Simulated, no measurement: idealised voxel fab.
The name of this process module is voxel spacer lines.
Pictured: cross-section cut, 175 nm wide, on a grid of 5 nm square cells.
Square cells in a grid make up a cross-section in this document, and the grid is given as bands, listed from the top down, each one or more rows of cells.
What a band's entry tells you: where the top is and where the bottom is, as heights in nm, and after that what lies inside, material by material from left to right, each with its width in nm. Empty space is written as the word "empty", and a single material marked with the word "all across" occupies the band from edge to edge.
Convention: height 0 is the level below which the wafer, as received, is all one material. The lowest band does not terminate at the bottom but continues downward, represented as "0 nm and below".
A two-number width, for instance "30->40", indicates that the width is equal to the first number in the top row of the band and to the second number in the bottom row, and that it changes by a constant amount per row of cells.
Step note "remained the same" = no cross-section cell changed.
Reported under the label "Encapsulated voids" are the empty spaces having no open way to the top and comprising 8 cells or more; the notation for each is width x height at distance, in which the distance is measured from the left edge and all three values are in nm.
It should be noted that, on the line of a given step, the content following the step's settings is a remark produced by the simulator itself with respect to that step.
overlay nm: mask right of planned place by this much (step with mask). Neg. = left.

## Process steps (planned)
1: RECEIVE,material Si
2: CONFORMAL_DEP,material Al2O3,thk nm 10
3: DIRECTIONAL_DEP,material W,thk nm 15
4: DIRECTIONAL_DEP,material polySi,thk nm 25
5: PATTERN,tone cover,mask id MANDREL,material resist,width nm 20,pitch nm 60,thk nm 30,overlay nm 0
6: DIRECTIONAL_ETCH,etch materials polySi,depth nm 25
7: STRIP,etch materials resist
8: CONFORMAL_DEP,material SiN,thk nm 10
9: DIRECTIONAL_ETCH,etch materials SiN,depth nm 10
10: STRIP,etch materials polySi
11: DIRECTIONAL_ETCH,etch materials W,depth nm 15
12: STRIP,etch materials SiN
13: FILL_DEP,material SiO2,thk nm 10
14: CMP,height nm 25

## Shown in cross-section is the wafer as received, that is, as it stands after step 1
  0 nm and below | Si all across
  Encapsulated voids: none

## The module was run from the start shown above using the plan shown above, but one mistake was made doing it; the resulting wafer cross-section is below
  25 nm to 15 nm | Al2O3 all across
  15 nm to 0 nm | W all across
  0 nm and below | Si all across
  Encapsulated voids: none
Error vs. plan: mixed up steps 2 and 3 - ran each in the other's place
